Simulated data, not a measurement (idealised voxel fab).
Process module in this document: voxel wiring stack
Shown is cross-section cut, with a width of 250 nm and square cells of size 5 nm.
Throughout this document, each cross-section is represented as a grid of square cells and is presented as a sequence of bands enumerated from the top downward, where a band comprises one or more rows of cells.
Each band's line starts with the height of the band's top and of its bottom, in nm. Then come its materials from left to right, each with its width in nm. One material with "all across" fills the band from edge to edge. "air" is empty space.
Where do heights start? At 0: under that level the wafer as delivered is made of one material only. And the lowest band has no floor; it just carries on downward, as in "z 0 and below".
The two numbers in a width such as "30->40" mark its ends across the band: the first belongs to the top row of cells, the second to the bottom row, and from each row to the next the width moves by the same amount.
The designation "nothing got changed", where it is given for a processing step, indicates that no cell of the cross-section was altered in the course of that step.
Closed empty spaces (no open way to the top) of 8 cells or more are what "Sealed cavities" lists, each as width x height at distance from the left edge, nm for all three.
Where a step's line continues beyond its settings, the continuation is a remark by the simulator itself on that step.
The setting "overlay nm" may be written on the line of a step. When the step uses a mask, the value reports how far to the right of the planned place the mask lay, and a negative value reports that it lay to the left.
Note: before/after cross-section pairs follow, one process step per pair, after-side truncated at the lowest changed band, step and settings given beneath. Different runs of this module on the same starting wafer may supply the pairs; a pair continues the one above only where the "Structure before processing" entry says so.
-- Structure before processing
> z 145 to 130: 80 nm lowk, 30 nm air, 30 nm lowk, 30 nm air, 80 nm lowk
> z 130 to 120: 80 nm lowk, 15 nm air, 155 nm lowk
> z 120 to 115: 80 nm SiCN, 15 nm air, 155 nm SiCN
> z 115 to 105: 80 nm SiO2, 5 nm TiN, 20 nm Ru, 5 nm TiN, 30 nm SiO2, 5 nm TiN, 20 nm Ru, 5 nm TiN, 80 nm SiO2
> z 105 to 100: 80 nm SiO2, 5 nm TiN, 5 nm Ru, 20 nm TiN, 30 nm SiO2, 5 nm TiN, 5 nm Ru, 20 nm TiN, 80 nm SiO2
> z 100 to 85: 80 nm SiO2, 5 nm TiN, 5 nm Ru, 5 nm TiN, 45 nm SiO2, 5 nm TiN, 5 nm Ru, 5 nm TiN, 95 nm SiO2
> z 85 to 80: 80 nm SiCN, 15 nm TiN, 45 nm SiCN, 15 nm TiN, 95 nm SiCN
> z 80 to 65: 80 nm lowk, 5 nm TiN, 20 nm W, 5 nm TiN, 30 nm lowk, 5 nm TiN, 20 nm W, 5 nm TiN, 80 nm lowk
> z 65 to 60: 80 nm SiCN, 30 nm TiN, 30 nm SiCN, 30 nm TiN, 80 nm SiCN
> z 60 to 50: 80 nm SiO2, 5 nm SiCN, 5 nm TiN, 5 nm SiCN, 45 nm SiO2, 5 nm SiCN, 5 nm TiN, 5 nm SiCN, 95 nm SiO2
> z 50 to 45: SiO2 all across
> z 45 to 40: SiCN all across
> z 40 to 35: 75 nm SiCN, 40 nm Ru, 20 nm SiCN, 40 nm Ru, 75 nm SiCN
> z 35 to 20: 80 nm SiO2, 5 nm TiN, 20 nm Cu, 5 nm TiN, 30 nm SiO2, 5 nm TiN, 20 nm Cu, 5 nm TiN, 80 nm SiO2
> z 20 to 15: 80 nm SiN, 30 nm TiN, 30 nm SiN, 30 nm TiN, 80 nm SiN
> z 15 to 0: SiO2 all across
> z 0 and below: Si all across
> Sealed cavities: none
-- Step Outcome
> z 150 to 145: 85 nm TiN, 20 nm air, 40 nm TiN, 20 nm air, 85 nm TiN
> z 145 to 135: 80 nm lowk, 5 nm TiN, 20 nm air, 5 nm TiN, 30 nm lowk, 5 nm TiN, 20 nm air, 5 nm TiN, 80 nm lowk
> z 135 to 130: 80 nm lowk, 5 nm TiN, 5 nm air, 20 nm TiN, 30 nm lowk, 30 nm TiN, 80 nm lowk
> z 130 to 120: 80 nm lowk, 5 nm TiN, 5 nm air, 5 nm TiN, 155 nm lowk
> z 120 to 115: 80 nm SiCN, 15 nm TiN, 155 nm SiCN
> Below 115, the layers are the same as they were.
> Sealed cavities: none
So what happened between those two cross-sections up there? CONFORMAL_DEP, material TiN, thk nm 5
Structure before processing: The structure entering this step is exactly what the pair just above shows after its step.
-- Step Outcome
> z 160 to 150: Cu all across
> z 150 to 145: 85 nm TiN, 20 nm Cu, 40 nm TiN, 20 nm Cu, 85 nm TiN
> z 145 to 135: 80 nm lowk, 5 nm TiN, 20 nm Cu, 5 nm TiN, 30 nm lowk, 5 nm TiN, 20 nm Cu, 5 nm TiN, 80 nm lowk
> z 135 to 130: 80 nm lowk, 5 nm TiN, 5 nm Cu, 20 nm TiN, 30 nm lowk, 30 nm TiN, 80 nm lowk
> z 130 to 120: 80 nm lowk, 5 nm TiN, 5 nm Cu, 5 nm TiN, 155 nm lowk
> Below 120, the layers are the same as they were.
> Sealed cavities: none
So what happened between those two cross-sections up there? FILL_DEP, material Cu, thk nm 10
Structure before processing: The structure entering this step is exactly what the pair just above shows after its step.
-- Step Outcome
> z 145 to 135: 80 nm lowk, 5 nm TiN, 20 nm Cu, 5 nm TiN, 30 nm lowk, 5 nm TiN, 20 nm Cu, 5 nm TiN, 80 nm lowk
> Below 135, the layers are the same as they were.
> Sealed cavities: none
So what happened between those two cross-sections up there? CMP, height nm 145
Structure before processing: The structure entering this step is exactly what the pair just above shows after its step.
-- Step Outcome
> z 150 to 145: SiCN all across
> Below 145, the layers are the same as they were.
> Sealed cavities: none
So what happened between those two cross-sections up there? CONFORMAL_DEP, material SiCN, thk nm 5
-- Structure before processing
> z 145 to 120: 80 nm lowk, 15 nm air, 155 nm lowk
> z 120 to 115: SiCN all across
> z 115 to 105: 80 nm SiO2, 5 nm TiN, 20 nm Ru, 5 nm TiN, 30 nm SiO2, 5 nm TiN, 20 nm Ru, 5 nm TiN, 80 nm SiO2
> z 105 to 100: 80 nm SiO2, 5 nm TiN, 5 nm Ru, 20 nm TiN, 30 nm SiO2, 5 nm TiN, 5 nm Ru, 20 nm TiN, 80 nm SiO2
> z 100 to 85: 80 nm SiO2, 5 nm TiN, 5 nm Ru, 5 nm TiN, 45 nm SiO2, 5 nm TiN, 5 nm Ru, 5 nm TiN, 95 nm SiO2
> z 85 to 80: 80 nm SiCN, 15 nm TiN, 45 nm SiCN, 15 nm TiN, 95 nm SiCN
> z 80 to 60: 80 nm lowk, 5 nm TiN, 20 nm W, 5 nm TiN, 30 nm lowk, 5 nm TiN, 20 nm W, 5 nm TiN, 80 nm lowk
> z 60 to 55: 80 nm SiCN, 30 nm TiN, 30 nm SiCN, 30 nm TiN, 80 nm SiCN
> z 55 to 45: 80 nm SiO2, 15 nm Ru, 45 nm SiO2, 15 nm Ru, 95 nm SiO2
> z 45 to 35: 80->75 nm SiCN, 15->40 nm Ru, 45->20 nm SiCN, 15->40 nm Ru, 95->75 nm SiCN
> z 35 to 20: 80 nm SiO2, 5 nm TiN, 20 nm Cu, 5 nm TiN, 30 nm SiO2, 5 nm TiN, 20 nm Cu, 5 nm TiN, 80 nm SiO2
> z 20 to 15: 80 nm SiN, 30 nm TiN, 30 nm SiN, 30 nm TiN, 80 nm SiN
> z 15 to 0: SiO2 all across
> z 0 and below: Si all across
> Sealed cavities: none
-- Step Outcome
> z 145 to 130: 80 nm lowk, 25 nm air, 40 nm lowk, 20 nm air, 85 nm lowk
> Below 130, the layers are the same as they were.
> Sealed cavities: none
So what happened between those two cross-sections up there? MASKED_ETCH, tone open, mask id METAL_4, width nm 20, pitch nm 60, etch materials lowk, depth nm 15, overlay nm 0
Structure before processing: The structure entering this step is exactly what the pair just above shows after its step.
-- Step Outcome
> z 145 to 130: 80 nm lowk, 25 nm air, 40 nm lowk, 20 nm air, 85 nm lowk
> z 130 to 120: 80 nm lowk, 15 nm air, 155 nm lowk
> z 120 to 115: 80 nm SiCN, 15 nm air, 155 nm SiCN
> Below 115, the layers are the same as they were.
> Sealed cavities: none
So what happened between those two cross-sections up there? MASKED_ETCH, tone open, mask id METAL_4, width nm 30, pitch nm 60, etch materials SiCN, depth nm 5, overlay nm 0
Structure before processing: The structure entering this step is exactly what the pair just above shows after its step.
-- Step Outcome
> z 150 to 145: 85 nm TiN, 15 nm air, 50 nm TiN, 10 nm air, 90 nm TiN
> z 145 to 135: 80 nm lowk, 5 nm TiN, 15 nm air, 5 nm TiN, 40 nm lowk, 5 nm TiN, 10 nm air, 5 nm TiN, 85 nm lowk
> z 135 to 130: 80 nm lowk, 5 nm TiN, 5 nm air, 15 nm TiN, 40 nm lowk, 20 nm TiN, 85 nm lowk
> z 130 to 120: 80 nm lowk, 5 nm TiN, 5 nm air, 5 nm TiN, 155 nm lowk
> z 120 to 115: 80 nm SiCN, 15 nm TiN, 155 nm SiCN
> Below 115, the layers are the same as they were.
> Sealed cavities: none
So what happened between those two cross-sections up there? CONFORMAL_DEP, material TiN, thk nm 5
Structure before processing: The structure entering this step is exactly what the pair just above shows after its step.
-- Step Outcome
> z 160 to 150: Cu all across
> z 150 to 145: 85 nm TiN, 15 nm Cu, 50 nm TiN, 10 nm Cu, 90 nm TiN
> z 145 to 135: 80 nm lowk, 5 nm TiN, 15 nm Cu, 5 nm TiN, 40 nm lowk, 5 nm TiN, 10 nm Cu, 5 nm TiN, 85 nm lowk
> z 135 to 130: 80 nm lowk, 5 nm TiN, 5 nm Cu, 15 nm TiN, 40 nm lowk, 20 nm TiN, 85 nm lowk
> z 130 to 120: 80 nm lowk, 5 nm TiN, 5 nm Cu, 5 nm TiN, 155 nm lowk
> Below 120, the layers are the same as they were.
> Sealed cavities: none
So what happened between those two cross-sections up there? FILL_DEP, material Cu, thk nm 10
Structure before processing: The structure entering this step is exactly what the pair just above shows after its step.
-- Step Outcome
> z 145 to 135: 80 nm lowk, 5 nm TiN, 15 nm Cu, 5 nm TiN, 40 nm lowk, 5 nm TiN, 10 nm Cu, 5 nm TiN, 85 nm lowk
> Below 135, the layers are the same as they were.
> Sealed cavities: none
So what happened between those two cross-sections up there? CMP, height nm 145
Structure before processing: The structure entering this step is exactly what the pair just above shows after its step.
-- Step Outcome
> z 150 to 145: SiCN all across
> Below 145, the layers are the same as they were.
> Sealed cavities: none
So what happened between those two cross-sections up there? CONFORMAL_DEP, material SiCN, thk nm 5
-- Structure before processing
> z 115 to 85: 80 nm SiO2, 15 nm air, 45 nm SiO2, 15 nm air, 95 nm SiO2
> z 85 to 80: SiCN all across
> z 80 to 60: 80 nm lowk, 5 nm TiN, 20 nm W, 5 nm TiN, 30 nm lowk, 5 nm TiN, 20 nm W, 5 nm TiN, 80 nm lowk
> z 60 to 55: 80 nm SiCN, 30 nm TiN, 30 nm SiCN, 30 nm TiN, 80 nm SiCN
> z 55 to 45: 80 nm SiO2, 15 nm Ru, 45 nm SiO2, 15 nm Ru, 95 nm SiO2
> z 45 to 35: 80->75 nm SiCN, 15->40 nm Ru, 45->20 nm SiCN, 15->40 nm Ru, 95->75 nm SiCN
> z 35 to 20: 80 nm SiO2, 5 nm TiN, 20 nm Cu, 5 nm TiN, 30 nm SiO2, 5 nm TiN, 20 nm Cu, 5 nm TiN, 80 nm SiO2
> z 20 to 15: 80 nm SiN, 30 nm TiN, 30 nm SiN, 30 nm TiN, 80 nm SiN
> z 15 to 0: SiO2 all across
> z 0 and below: Si all across
> Sealed cavities: none
-- Step Outcome
> z 115 to 100: 75 nm SiO2, 30 nm air, 30 nm SiO2, 30 nm air, 85 nm SiO2
> Below 100, the layers are the same as they were.
> Sealed cavities: none
So what happened between those two cross-sections up there? MASKED_ETCH, tone open, mask id METAL_3, width nm 30, pitch nm 60, etch materials SiO2, depth nm 15, overlay nm -5
Structure before processing: The structure entering this step is exactly what the pair just above shows after its step.
-- Step Outcome
> z 115 to 100: 75 nm SiO2, 30 nm air, 30 nm SiO2, 30 nm air, 85 nm SiO2
> z 100 to 85: 80 nm SiO2, 15 nm air, 45 nm SiO2, 15 nm air, 95 nm SiO2
> z 85 to 80: 80 nm SiCN, 15 nm air, 45 nm SiCN, 15 nm air, 95 nm SiCN
> Below 80, the layers are the same as they were.
> Sealed cavities: none
So what happened between those two cross-sections up there? MASKED_ETCH, tone open, mask id METAL_3, width nm 30, pitch nm 60, etch materials SiCN, depth nm 5, overlay nm 0
Structure before processing: The structure entering this step is exactly what the pair just above shows after its step.
-- Step Outcome
> z 120 to 115: 80 nm TiN, 20 nm air, 40 nm TiN, 20 nm air, 90 nm TiN
> z 115 to 105: 75 nm SiO2, 5 nm TiN, 20 nm air, 5 nm TiN, 30 nm SiO2, 5 nm TiN, 20 nm air, 5 nm TiN, 85 nm SiO2
> z 105 to 100: 75 nm SiO2, 10 nm TiN, 5 nm air, 15 nm TiN, 30 nm SiO2, 10 nm TiN, 5 nm air, 15 nm TiN, 85 nm SiO2
> z 100 to 85: 80 nm SiO2, 5 nm TiN, 5 nm air, 5 nm TiN, 45 nm SiO2, 5 nm TiN, 5 nm air, 5 nm TiN, 95 nm SiO2
> z 85 to 80: 80 nm SiCN, 15 nm TiN, 45 nm SiCN, 15 nm TiN, 95 nm SiCN
> Below 80, the layers are the same as they were.
> Sealed cavities: none
So what happened between those two cross-sections up there? CONFORMAL_DEP, material TiN, thk nm 5
Structure before processing: The structure entering this step is exactly what the pair just above shows after its step.
-- Step Outcome
> z 130 to 120: Ru all across
> z 120 to 115: 80 nm TiN, 20 nm Ru, 40 nm TiN, 20 nm Ru, 90 nm TiN
> z 115 to 105: 75 nm SiO2, 5 nm TiN, 20 nm Ru, 5 nm TiN, 30 nm SiO2, 5 nm TiN, 20 nm Ru, 5 nm TiN, 85 nm SiO2
> z 105 to 100: 75 nm SiO2, 10 nm TiN, 5 nm Ru, 15 nm TiN, 30 nm SiO2, 10 nm TiN, 5 nm Ru, 15 nm TiN, 85 nm SiO2
> z 100 to 85: 80 nm SiO2, 5 nm TiN, 5 nm Ru, 5 nm TiN, 45 nm SiO2, 5 nm TiN, 5 nm Ru, 5 nm TiN, 95 nm SiO2
> Below 85, the layers are the same as they were.
> Sealed cavities: none
So what happened between those two cross-sections up there? FILL_DEP, material Ru, thk nm 10
Structure before processing: The structure entering this step is exactly what the pair just above shows after its step.
-- Step Outcome
> z 115 to 105: 75 nm SiO2, 5 nm TiN, 20 nm Ru, 5 nm TiN, 30 nm SiO2, 5 nm TiN, 20 nm Ru, 5 nm TiN, 85 nm SiO2
> Below 105, the layers are the same as they were.
> Sealed cavities: none
So what happened between those two cross-sections up there? CMP, height nm 115
Structure before processing: The structure entering this step is exactly what the pair just above shows after its step.
-- Step Outcome
> z 120 to 115: SiCN all across
> Below 115, the layers are the same as they were.
> Sealed cavities: none
So what happened between those two cross-sections up there? CONFORMAL_DEP, material SiCN, thk nm 5
Structure before processing: The structure entering this step is exactly what the pair just above shows after its step.
-- Step Outcome
> z 145 to 120: lowk all across
> Below 120, the layers are the same as they were.
> Sealed cavities: none
So what happened between those two cross-sections up there? DIRECTIONAL_DEP, material lowk, thk nm 25
Structure before processing: The structure entering this step is exactly what the pair just above shows after its step.
-- Step Outcome
> z 160 to 145: 80 nm resist, 15 nm air, 155 nm resist
> Below 145, the layers are the same as they were.
> Sealed cavities: none
So what happened between those two cross-sections up there? PATTERN, tone open, mask id METAL_4_HOLES, material resist, width nm 15, thk nm 15, overlay nm 0
Structure before processing: The structure entering this step is exactly what the pair just above shows after its step.
-- Step Outcome
> z 160 to 145: 80 nm resist, 15 nm air, 155 nm resist
> z 145 to 120: 80 nm lowk, 15 nm air, 155 nm lowk
> Below 120, the layers are the same as they were.
> Sealed cavities: none
So what happened between those two cross-sections up there? DIRECTIONAL_ETCH, etch materials lowk, depth nm 25
Structure before processing: The structure entering this step is exactly what the pair just above shows after its step.
-- Step Outcome
> z 145 to 120: 80 nm lowk, 15 nm air, 155 nm lowk
> Below 120, the layers are the same as they were.
> Sealed cavities: none
So what happened between those two cross-sections up there? STRIP, etch materials resist
Structure before processing: The structure entering this step is exactly what the pair just above shows after its step.
-- Step Outcome
> z 145 to 130: 80 nm lowk, 30 nm air, 30 nm lowk, 30 nm air, 80 nm lowk
> Below 130, the layers are the same as they were.
> Sealed cavities: none
So what happened between those two cross-sections up there? MASKED_ETCH, tone open, mask id METAL_4, width nm 30, pitch nm 60, etch materials lowk, depth nm 15, overlay nm 0
Structure before processing: The structure entering this step is exactly what the pair just above shows after its step.
-- Step Outcome
> z 145 to 130: 80 nm lowk, 30 nm air, 30 nm lowk, 30 nm air, 80 nm lowk
> z 130 to 120: 80 nm lowk, 15 nm air, 155 nm lowk
> z 120 to 115: 80 nm SiCN, 15 nm air, 155 nm SiCN
> Below 115, the layers are the same as they were.
> Sealed cavities: none
So what happened between those two cross-sections up there? MASKED_ETCH, tone open, mask id METAL_4, width nm 30, pitch nm 60, etch materials SiCN, depth nm 5, overlay nm 0
Structure before processing: The structure entering this step is exactly what the pair just above shows after its step.
-- Step Outcome
> z 150 to 145: 85 nm TiN, 20 nm air, 40 nm TiN, 20 nm air, 85 nm TiN
> z 145 to 135: 80 nm lowk, 5 nm TiN, 20 nm air, 5 nm TiN, 30 nm lowk, 5 nm TiN, 20 nm air, 5 nm TiN, 80 nm lowk
> z 135 to 130: 80 nm lowk, 5 nm TiN, 5 nm air, 20 nm TiN, 30 nm lowk, 30 nm TiN, 80 nm lowk
> z 130 to 120: 80 nm lowk, 5 nm TiN, 5 nm air, 5 nm TiN, 155 nm lowk
> z 120 to 115: 80 nm SiCN, 15 nm TiN, 155 nm SiCN
> Below 115, the layers are the same as they were.
> Sealed cavities: none
So what happened between those two cross-sections up there? CONFORMAL_DEP, material TiN, thk nm 5
Structure before processing: The structure entering this step is exactly what the pair just above shows after its step.
-- Step Outcome
> z 160 to 150: Cu all across
> z 150 to 145: 85 nm TiN, 20 nm Cu, 40 nm TiN, 20 nm Cu, 85 nm TiN
> z 145 to 135: 80 nm lowk, 5 nm TiN, 20 nm Cu, 5 nm TiN, 30 nm lowk, 5 nm TiN, 20 nm Cu, 5 nm TiN, 80 nm lowk
> z 135 to 130: 80 nm lowk, 5 nm TiN, 5 nm Cu, 20 nm TiN, 30 nm lowk, 30 nm TiN, 80 nm lowk
> z 130 to 120: 80 nm lowk, 5 nm TiN, 5 nm Cu, 5 nm TiN, 155 nm lowk
> Below 120, the layers are the same as they were.
> Sealed cavities: none
So what happened between those two cross-sections up there? FILL_DEP, material Cu, thk nm 10
Structure before processing: The structure entering this step is exactly what the pair just above shows after its step.
-- Step Outcome
> z 145 to 135: 80 nm lowk, 5 nm TiN, 20 nm Cu, 5 nm TiN, 30 nm lowk, 5 nm TiN, 20 nm Cu, 5 nm TiN, 80 nm lowk
> Below 135, the layers are the same as they were.
> Sealed cavities: none
So what happened between those two cross-sections up there? CMP, height nm 145
Structure before processing: The structure entering this step is exactly what the pair just above shows after its step.
-- Step Outcome
> z 150 to 145: SiCN all across
> Below 145, the layers are the same as they were.
> Sealed cavities: none
So what happened between those two cross-sections up there? CONFORMAL_DEP, material SiCN, thk nm 5
-- Structure before processing
> z 0 and below: Si all across
> Sealed cavities: none
-- Step Outcome
> z 15 to 0: SiCN all across
> Below 0, the layers are the same as they were.
> Sealed cavities: none
So what happened between those two cross-sections up there? CONFORMAL_DEP, material SiCN, thk nm 15
Structure before processing: The structure entering this step is exactly what the pair just above shows after its step.
-- Step Outcome
> z 20 to 15: SiN all across
> Below 15, the layers are the same as they were.
> Sealed cavities: none
So what happened between those two cross-sections up there? CONFORMAL_DEP, material SiN, thk nm 5
Structure before processing: The structure entering this step is exactly what the pair just above shows after its step.
-- Step Outcome
> z 35 to 20: SiO2 all across
> Below 20, the layers are the same as they were.
> Sealed cavities: none
So what happened between those two cross-sections up there? DIRECTIONAL_DEP, material SiO2, thk nm 15
Structure before processing: The structure entering this step is exactly what the pair just above shows after its step.
-- Step Outcome
> z 50 to 35: aC all across
> Below 35, the layers are the same as they were.
> Sealed cavities: none
So what happened between those two cross-sections up there? DIRECTIONAL_DEP, material aC, thk nm 15
Structure before processing: The structure entering this step is exactly what the pair just above shows after its step.
-- Step Outcome
> z 80 to 50: 80 nm resist, 30 nm air, 30 nm resist, 30 nm air, 80 nm resist
> Below 50, the layers are the same as they were.
> Sealed cavities: none
So what happened between those two cross-sections up there? PATTERN, tone open, mask id METAL_1, material resist, width nm 30, pitch nm 60, thk nm 30, overlay nm 0
Structure before processing: The structure entering this step is exactly what the pair just above shows after its step.
-- Step Outcome
> z 65 to 50: 80 nm resist, 30 nm air, 30 nm resist, 30 nm air, 80 nm resist
> z 50 to 35: 80 nm aC, 30 nm air, 30 nm aC, 30 nm air, 80 nm aC
> Below 35, the layers are the same as they were.
> Sealed cavities: none
So what happened between those two cross-sections up there? DIRECTIONAL_ETCH, etch materials aC, depth nm 15
Structure before processing: The structure entering this step is exactly what the pair just above shows after its step.
-- Step Outcome
> z 50 to 35: 80 nm aC, 30 nm air, 30 nm aC, 30 nm air, 80 nm aC
> Below 35, the layers are the same as they were.
> Sealed cavities: none
So what happened between those two cross-sections up there? STRIP, etch materials resist
Structure before processing: The structure entering this step is exactly what the pair just above shows after its step.
-- Step Outcome
> z 50 to 35: 80 nm aC, 30 nm air, 30 nm aC, 30 nm air, 80 nm aC
> z 35 to 20: 80 nm SiO2, 30 nm air, 30 nm SiO2, 30 nm air, 80 nm SiO2
> Below 20, the layers are the same as they were.
> Sealed cavities: none
So what happened between those two cross-sections up there? DIRECTIONAL_ETCH, etch materials SiO2, depth nm 15
Structure before processing: The structure entering this step is exactly what the pair just above shows after its step.
-- Step Outcome
> z 50 to 35: 80 nm aC, 30 nm air, 30 nm aC, 30 nm air, 80 nm aC
> z 35 to 20: 80 nm SiO2, 30 nm air, 30 nm SiO2, 30 nm air, 80 nm SiO2
> z 20 to 15: 80 nm SiN, 30 nm air, 30 nm SiN, 30 nm air, 80 nm SiN
> Below 15, the layers are the same as they were.
> Sealed cavities: none
So what happened between those two cross-sections up there? DIRECTIONAL_ETCH, etch materials SiN, depth nm 5
Structure before processing: The structure entering this step is exactly what the pair just above shows after its step.
-- Step Outcome
> z 35 to 20: 80 nm SiO2, 30 nm air, 30 nm SiO2, 30 nm air, 80 nm SiO2
> Below 20, the layers are the same as they were.
> Sealed cavities: none
So what happened between those two cross-sections up there? STRIP, etch materials aC
Structure before processing: The structure entering this step is exactly what the pair just above shows after its step.
-- Step Outcome
> z 40 to 35: 85 nm TiN, 20 nm air, 40 nm TiN, 20 nm air, 85 nm TiN
> z 35 to 20: 80 nm SiO2, 5 nm TiN, 20 nm air, 5 nm TiN, 30 nm SiO2, 5 nm TiN, 20 nm air, 5 nm TiN, 80 nm SiO2
> z 20 to 15: 80 nm SiN, 30 nm TiN, 30 nm SiN, 30 nm TiN, 80 nm SiN
> Below 15, the layers are the same as they were.
> Sealed cavities: none
So what happened between those two cross-sections up there? CONFORMAL_DEP, material TiN, thk nm 5
Structure before processing: The structure entering this step is exactly what the pair just above shows after its step.
-- Step Outcome
> z 50 to 40: Cu all across
> z 40 to 35: 85 nm TiN, 20 nm Cu, 40 nm TiN, 20 nm Cu, 85 nm TiN
> z 35 to 20: 80 nm SiO2, 5 nm TiN, 20 nm Cu, 5 nm TiN, 30 nm SiO2, 5 nm TiN, 20 nm Cu, 5 nm TiN, 80 nm SiO2
> Below 20, the layers are the same as they were.
> Sealed cavities: none
So what happened between those two cross-sections up there? FILL_DEP, material Cu, thk nm 10
Structure before processing: The structure entering this step is exactly what the pair just above shows after its step.
-- Step Outcome
> z 35 to 20: 80 nm SiO2, 5 nm TiN, 20 nm Cu, 5 nm TiN, 30 nm SiO2, 5 nm TiN, 20 nm Cu, 5 nm TiN, 80 nm SiO2
> Below 20, the layers are the same as they were.
> Sealed cavities: none
So what happened between those two cross-sections up there? CMP, height nm 35
Structure before processing: The structure entering this step is exactly what the pair just above shows after its step.
-- Step Outcome
> z 40 to 35: 75 nm air, 40 nm Ru, 20 nm air, 40 nm Ru, 75 nm air
> Below 35, the layers are the same as they were.
> Sealed cavities: none
So what happened between those two cross-sections up there? EPI, material Ru, thk nm 5
Structure before processing: The structure entering this step is exactly what the pair just above shows after its step.
-- Step Outcome
> z 45 to 40: SiCN all across
> z 40 to 35: 75 nm SiCN, 40 nm Ru, 20 nm SiCN, 40 nm Ru, 75 nm SiCN
> Below 35, the layers are the same as they were.
> Sealed cavities: none
So what happened between those two cross-sections up there? FILL_DEP, material SiCN, thk nm 5
Structure before processing: The structure entering this step is exactly what the pair just above shows after its step.
-- Step Outcome
> z 55 to 45: SiO2 all across
> Below 45, the layers are the same as they were.
> Sealed cavities: none
So what happened between those two cross-sections up there? DIRECTIONAL_DEP, material SiO2, thk nm 10
Structure before processing: The structure entering this step is exactly what the pair just above shows after its step.
-- Step Outcome
> z 70 to 55: aC all across
> Below 55, the layers are the same as they were.
> Sealed cavities: none
So what happened between those two cross-sections up there? DIRECTIONAL_DEP, material aC, thk nm 15
Structure before processing: The structure entering this step is exactly what the pair just above shows after its step.
-- Step Outcome
> z 100 to 70: 80 nm resist, 15 nm air, 45 nm resist, 15 nm air, 95 nm resist
> Below 70, the layers are the same as they were.
> Sealed cavities: none
So what happened between those two cross-sections up there? PATTERN, tone open, mask id PLUG_1, material resist, width nm 15, pitch nm 60, thk nm 30, overlay nm 0
Structure before processing: The structure entering this step is exactly what the pair just above shows after its step.
-- Step Outcome
> z 85 to 70: 80 nm resist, 15 nm air, 45 nm resist, 15 nm air, 95 nm resist
> z 70 to 55: 80 nm aC, 15 nm air, 45 nm aC, 15 nm air, 95 nm aC
> Below 55, the layers are the same as they were.
> Sealed cavities: none
So what happened between those two cross-sections up there? DIRECTIONAL_ETCH, etch materials aC, depth nm 15
Structure before processing: The structure entering this step is exactly what the pair just above shows after its step.
-- Step Outcome
> z 70 to 55: 80 nm aC, 15 nm air, 45 nm aC, 15 nm air, 95 nm aC
> Below 55, the layers are the same as they were.
> Sealed cavities: none
So what happened between those two cross-sections up there? STRIP, etch materials resist
Structure before processing: The structure entering this step is exactly what the pair just above shows after its step.
-- Step Outcome
> z 70 to 55: 80 nm aC, 15 nm air, 45 nm aC, 15 nm air, 95 nm aC
> z 55 to 45: 80 nm SiO2, 15 nm air, 45 nm SiO2, 15 nm air, 95 nm SiO2
> Below 45, the layers are the same as they were.
> Sealed cavities: none
So what happened between those two cross-sections up there? DIRECTIONAL_ETCH, etch materials SiO2, depth nm 10
Structure before processing: The structure entering this step is exactly what the pair just above shows after its step.
-- Step Outcome
> z 70 to 55: 80 nm aC, 15 nm air, 45 nm aC, 15 nm air, 95 nm aC
> z 55 to 45: 80 nm SiO2, 15 nm air, 45 nm SiO2, 15 nm air, 95 nm SiO2
> z 45 to 40: 80 nm SiCN, 15 nm air, 45 nm SiCN, 15 nm air, 95 nm SiCN
> Below 40, the layers are the same as they were.
> Sealed cavities: none
So what happened between those two cross-sections up there? DIRECTIONAL_ETCH, etch materials SiCN, depth nm 5
Structure before processing: The structure entering this step is exactly what the pair just above shows after its step.
-- Step Outcome
> z 55 to 45: 80 nm SiO2, 15 nm air, 45 nm SiO2, 15 nm air, 95 nm SiO2
> Below 45, the layers are the same as they were.
> Sealed cavities: none
So what happened between those two cross-sections up there? STRIP, etch materials aC
Structure before processing: The structure entering this step is exactly what the pair just above shows after its step.
-- Step Outcome
> z 55 to 50: 80 nm SiO2, 15 nm air, 45 nm SiO2, 15 nm air, 95 nm SiO2
> z 50 to 45: 80 nm SiO2, 15 nm Ru, 45 nm SiO2, 15 nm Ru, 95 nm SiO2
> z 45 to 35: 80->75 nm SiCN, 15->40 nm Ru, 45->20 nm SiCN, 15->40 nm Ru, 95->75 nm SiCN
> Below 35, the layers are the same as they were.
> Sealed cavities: none
So what happened between those two cross-sections up there? EPI, material Ru, thk nm 10
Structure before processing: The structure entering this step is exactly what the pair just above shows after its step.
-- Step Outcome
> z 55 to 45: 80 nm SiO2, 15 nm Ru, 45 nm SiO2, 15 nm Ru, 95 nm SiO2
> Below 45, the layers are the same as they were.
> Sealed cavities: none
So what happened between those two cross-sections up there? EPI, material Ru, thk nm 5
Structure before processing: The structure entering this step is exactly what the pair just above shows after its step.
-- Step Outcome
> z 60 to 55: SiCN all across
> Below 55, the layers are the same as they were.
> Sealed cavities: none
So what happened between those two cross-sections up there? CONFORMAL_DEP, material SiCN, thk nm 5
Structure before processing: The structure entering this step is exactly what the pair just above shows after its step.
-- Step Outcome
> z 80 to 60: lowk all across
> Below 60, the layers are the same as they were.
> Sealed cavities: none
So what happened between those two cross-sections up there? DIRECTIONAL_DEP, material lowk, thk nm 20
Structure before processing: The structure entering this step is exactly what the pair just above shows after its step.
-- Step Outcome
> z 95 to 80: aC all across
> Below 80, the layers are the same as they were.
> Sealed cavities: none
So what happened between those two cross-sections up there? DIRECTIONAL_DEP, material aC, thk nm 15
Structure before processing: The structure entering this step is exactly what the pair just above shows after its step.
-- Step Outcome
> z 125 to 95: 80 nm resist, 30 nm air, 30 nm resist, 30 nm air, 80 nm resist
> Below 95, the layers are the same as they were.
> Sealed cavities: none
So what happened between those two cross-sections up there? PATTERN, tone open, mask id METAL_2, material resist, width nm 30, pitch nm 60, thk nm 30, overlay nm 0
Structure before processing: The structure entering this step is exactly what the pair just above shows after its step.
-- Step Outcome
> z 110 to 95: 80 nm resist, 30 nm air, 30 nm resist, 30 nm air, 80 nm resist
> z 95 to 80: 80 nm aC, 30 nm air, 30 nm aC, 30 nm air, 80 nm aC
> Below 80, the layers are the same as they were.
> Sealed cavities: none
So what happened between those two cross-sections up there? DIRECTIONAL_ETCH, etch materials aC, depth nm 15
Structure before processing: The structure entering this step is exactly what the pair just above shows after its step.
-- Step Outcome
> z 95 to 80: 80 nm aC, 30 nm air, 30 nm aC, 30 nm air, 80 nm aC
> Below 80, the layers are the same as they were.
> Sealed cavities: none
So what happened between those two cross-sections up there? STRIP, etch materials resist
Structure before processing: The structure entering this step is exactly what the pair just above shows after its step.
-- Step Outcome
> z 95 to 80: 80 nm aC, 30 nm air, 30 nm aC, 30 nm air, 80 nm aC
> z 80 to 60: 80 nm lowk, 30 nm air, 30 nm lowk, 30 nm air, 80 nm lowk
> Below 60, the layers are the same as they were.
> Sealed cavities: none
So what happened between those two cross-sections up there? DIRECTIONAL_ETCH, etch materials lowk, depth nm 20
